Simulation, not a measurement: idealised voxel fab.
process module | voxel spacer lines
cross-section cut | 280 nm wide | cells 5 nm
A cross-section is a grid of square cells, given in bands from the top down. A band is one or more rows of cells.
Each band's line starts with the height of the band's top and of its bottom, in nm. Then come its materials from left to right, each with its width in nm. One material with "throughout" fills the band from edge to edge. "air" is empty space.
Height 0 is the level under which the wafer as received is all one material. The lowest band goes on downwards, as in "0 down".
A width such as "30 to 40" changes by the same amount from each row of cells to the next, from the band's top row to its bottom row.
"no change" after a step means that no cell of the cross-section changed.
closed voids: empty space of 8 cells or more with no open way to the top, each as width x height at its distance from the left edge, in nm
after a step's settings: what the simulator itself notes on the step
overlay nm, on a step with a mask: how far to the right of its planned place the mask lay; to the left if negative
plan
1 op RECEIVE | material Si
2 op CONFORMAL_DEP | material Al2O3 | thk nm 5
3 op DIRECTIONAL_DEP | material SiN | thk nm 20
4 op DIRECTIONAL_DEP | material polySi | thk nm 25
5 op PATTERN | tone cover | mask id MANDREL | material resist | width nm 20 | pitch nm 60 | thk nm 30 | overlay nm 0
6 op DIRECTIONAL_ETCH | etch materials polySi | depth nm 25
7 op STRIP | etch materials resist
8 op CONFORMAL_DEP | material SiO2 | thk nm 10
9 op DIRECTIONAL_ETCH | etch materials SiO2 | depth nm 10
10 op STRIP | etch materials polySi
11 op DIRECTIONAL_ETCH | etch materials SiN | depth nm 20
12 op STRIP | etch materials SiO2
as received, after step 1
  0 down: Si throughout
  closed voids: none
first wafer at the end, as planned
  25 to 5: air 60 | SiN 10 | air 20 | SiN 10 | air 20 | SiN 10 | air 20 | SiN 10 | air 20 | SiN 10 | air 20 | SiN 10 | air 60
  5 to 0: Al2O3 throughout
  0 down: Si throughout
  closed voids: none
second wafer at the end: like start, like plan, one mistake
  25 to 10: air 60 | SiN 10 | air 20 | SiN 10 | air 20 | SiN 10 | air 20 | SiN 10 | air 20 | SiN 10 | air 20 | SiN 10 | air 60
  10 to 5: SiN throughout
  5 to 0: Al2O3 throughout
  0 down: Si throughout
  closed voids: none
what went wrong: step 11 ran as: op DIRECTIONAL_ETCH | etch materials SiN | depth nm 15
at the end the second wafer has, in cells: 44 more of SiN
